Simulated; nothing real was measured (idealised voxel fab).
Proc. module: voxel spacer lines
Each square cell in cross-section cut measures 5 nm, and the section as a whole is 155 nm wide.
Bands, listed from the top down, are how a cross-section gets written in this document; the cross-section itself is a grid of square cells, and a band is one or more rows of them.
Heads up on the band format: heights come first, top then bottom, in nm. After that it's the materials left to right, each with its width in nm. A single material flagged "edge to edge" fills the whole band edge to edge, and "air" means there's empty space there.
Height datum 0, below which the as-received substrate wafer is one material. Lowest band open at the bottom, running downward: "0 down".
When a width is written as two numbers, as in "30 to 40", the first number is the width in the top row of cells of the band and the second is the width in its bottom row, and the width changes by the same amount from each row to the next.
"nothing changed" -> step changed no cross-section cell.
Closed empty spaces (no open way to the top) of 8 cells or more are what "Fully sealed cavities" lists, each as width x height at distance from the left edge, nm for all three.
Step line, after settings: the simulator's comment on this step.
"overlay nm" denotes, for a step that has a mask, the displacement of the mask to the right of its planned place, with negative values corresponding to the left.

# These are the steps we planned for the process
- 1: RECEIVE: material Si
- 2: CONFORMAL_DEP: material Al2O3, thk nm 5
- 3: DIRECTIONAL_DEP: material SiN, thk nm 10
- 4: DIRECTIONAL_DEP: material polySi, thk nm 20
- 5: PATTERN: tone cover, mask id MANDREL, material resist, width nm 25, pitch nm 70, thk nm 25, overlay nm 0
- 6: DIRECTIONAL_ETCH: etch materials polySi, depth nm 20
- 7: STRIP: etch materials resist
- 8: CONFORMAL_DEP: material SiO2, thk nm 10
- 9: DIRECTIONAL_ETCH: etch materials SiO2, depth nm 10
- 10: STRIP: etch materials polySi
- 11: DIRECTIONAL_ETCH: etch materials SiN, depth nm 10
- 12: STRIP: etch materials SiO2

# The following pertains to the first of two wafers, which was processed as planned

# Cross-section of the incoming wafer, state after step 1
    0 down  Si edge to edge
    Fully sealed cavities: none

# So this is the wafer cross-section right after step 2
    5 to 0  Al2O3 edge to edge
    Note: structure below 0 unchanged.

# So this is the wafer cross-section right after step 3
    15 to 5  SiN edge to edge
    Note: structure below 5 unchanged.

# So this is the wafer cross-section right after step 4
    35 to 15  polySi edge to edge
    Note: structure below 15 unchanged.

# So this is the wafer cross-section right after step 5
    60 to 35  30 air, 25 resist, 45 air, 25 resist, 30 air
    Note: structure below 35 unchanged.

# So this is the wafer cross-section right after step 6
    60 to 35  30 air, 25 resist, 45 air, 25 resist, 30 air
    35 to 15  30 air, 25 polySi, 45 air, 25 polySi, 30 air
    Note: structure below 15 unchanged.

# So this is the wafer cross-section right after step 7
    35 to 15  30 air, 25 polySi, 45 air, 25 polySi, 30 air
    Note: structure below 15 unchanged.

# So this is the wafer cross-section right after step 8
    45 to 35  20 air, 45 SiO2, 25 air, 45 SiO2, 20 air
    35 to 25  20 air, 10 SiO2, 25 polySi, 10 SiO2, 25 air, 10 SiO2, 25 polySi, 10 SiO2, 20 air
    25 to 15  30 SiO2, 25 polySi, 45 SiO2, 25 polySi, 30 SiO2
    Note: structure below 15 unchanged.

# So this is the wafer cross-section right after step 9
    35 to 15  20 air, 10 SiO2, 25 polySi, 10 SiO2, 25 air, 10 SiO2, 25 polySi, 10 SiO2, 20 air
    Note: structure below 15 unchanged.

# So this is the wafer cross-section right after step 10
    35 to 15  20 air, 10 SiO2, 25 air, 10 SiO2, 25 air, 10 SiO2, 25 air, 10 SiO2, 20 air
    Note: structure below 15 unchanged.

# So this is the wafer cross-section right after step 11
    35 to 15  20 air, 10 SiO2, 25 air, 10 SiO2, 25 air, 10 SiO2, 25 air, 10 SiO2, 20 air
    15 to 5  20 air, 10 SiN, 25 air, 10 SiN, 25 air, 10 SiN, 25 air, 10 SiN, 20 air
    Note: structure below 5 unchanged.

# So this is the wafer cross-section right after step 12
    15 to 5  20 air, 10 SiN, 25 air, 10 SiN, 25 air, 10 SiN, 25 air, 10 SiN, 20 air
    Note: structure below 5 unchanged.

# Wafer two of two - same starting point, same process plan, one mistake in execution; matches wafer one up to and including step 4

# X-section, second wafer, when step 5 was due to finish
    60 to 35  35 air, 20 resist, 50 air, 20 resist, 30 air
    Note: structure below 35 unchanged.

# X-section, second wafer, when step 6 was due to finish
    60 to 35  35 air, 20 resist, 50 air, 20 resist, 30 air
    35 to 15  35 air, 20 polySi, 50 air, 20 polySi, 30 air
    Note: structure below 15 unchanged.

# X-section, second wafer, when step 7 was due to finish
    35 to 15  35 air, 20 polySi, 50 air, 20 polySi, 30 air
    Note: structure below 15 unchanged.

# X-section, second wafer, when step 8 was due to finish
    45 to 35  25 air, 40 SiO2, 30 air, 40 SiO2, 20 air
    35 to 25  25 air, 10 SiO2, 20 polySi, 10 SiO2, 30 air, 10 SiO2, 20 polySi, 10 SiO2, 20 air
    25 to 15  35 SiO2, 20 polySi, 50 SiO2, 20 polySi, 30 SiO2
    Note: structure below 15 unchanged.

# X-section, second wafer, when step 9 was due to finish
    35 to 15  25 air, 10 SiO2, 20 polySi, 10 SiO2, 30 air, 10 SiO2, 20 polySi, 10 SiO2, 20 air
    Note: structure below 15 unchanged.

# X-section, second wafer, when step 10 was due to finish
    35 to 15  25 air, 10 SiO2, 20 air, 10 SiO2, 30 air, 10 SiO2, 20 air, 10 SiO2, 20 air
    Note: structure below 15 unchanged.

# X-section, second wafer, when step 11 was due to finish
    35 to 15  25 air, 10 SiO2, 20 air, 10 SiO2, 30 air, 10 SiO2, 20 air, 10 SiO2, 20 air
    15 to 5  25 air, 10 SiN, 20 air, 10 SiN, 30 air, 10 SiN, 20 air, 10 SiN, 20 air
    Note: structure below 5 unchanged.

# X-section, second wafer, when step 12 was due to finish
    15 to 5  25 air, 10 SiN, 20 air, 10 SiN, 30 air, 10 SiN, 20 air, 10 SiN, 20 air
    Note: structure below 5 unchanged.
Error vs. plan: step 5 was processed under conditions differing from the plan, specifically as PATTERN: tone cover, mask id MANDREL, material resist, width nm 20, pitch nm 70, thk nm 25, overlay nm 0
Both wafers, final: cells per material equal; arrangement not.
